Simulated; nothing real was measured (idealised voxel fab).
process module | voxel fin reveal
cross-section cut | 245 nm wide | cells 5 nm
A cross-section is a grid of square cells, given in bands from the top down. A band is one or more rows of cells.
Each band's line starts with the height of the band's top and of its bottom, in nm. Then come its materials from left to right, each with its width in nm. One material with "throughout" fills the band from edge to edge. "air" is empty space.
Height 0 is the level under which the wafer as received is all one material. The lowest band goes on downwards, as in "0 down".
A width such as "30 to 40" changes by the same amount from each row of cells to the next, from the band's top row to its bottom row.
"no change" after a step means that no cell of the cross-section changed.
closed voids: empty space of 8 cells or more with no open way to the top, each as width x height at its distance from the left edge, in nm
after a step's settings: what the simulator itself notes on the step
overlay nm, on a step with a mask: how far to the right of its planned place the mask lay; to the left if negative
plan
1 op RECEIVE | material Si
2 op CONFORMAL_DEP | material SiN | thk nm 10
3 op PATTERN | tone cover | mask id FINS | material resist | width nm 15 | pitch nm 40 | thk nm 15 | overlay nm 0
4 op DIRECTIONAL_ETCH | etch materials SiN | depth nm 10
5 op DIRECTIONAL_ETCH | etch materials Si | depth nm 40
6 op STRIP | etch materials resist
7 op OXIDIZE | depth nm 5
8 op FILL_DEP | material SiO2 | thk nm 10
9 op CMP | height nm 0
10 op SELECTIVE_ETCH | etch materials SiO2 | depth nm 35
11 op STRIP | etch materials SiN
12 op CONFORMAL_DEP | material HfO2 | thk nm 5
varied across the wafers: height nm of step 9. The plan shows the first wafer's value. All wafers start alike
first wafer as received, after step 1
  0 down: Si throughout
  closed voids: none
each wafer at the end: cells of each material gained (+) or lost (-) since it was received, then its closed voids
height nm 0 | +91 HfO2 | -414 Si | +92 SiO2 | closed voids: none
height nm 5 | +85 HfO2 | -414 Si | +138 SiO2 | closed voids: none
height nm 10 | +79 HfO2 | -414 Si | +184 SiO2 | closed voids: none
height nm 15 | +73 HfO2 | -414 Si | +230 SiO2 | closed voids: none
height nm 20 | +67 HfO2 | -414 Si | +276 SiO2 | closed voids: none
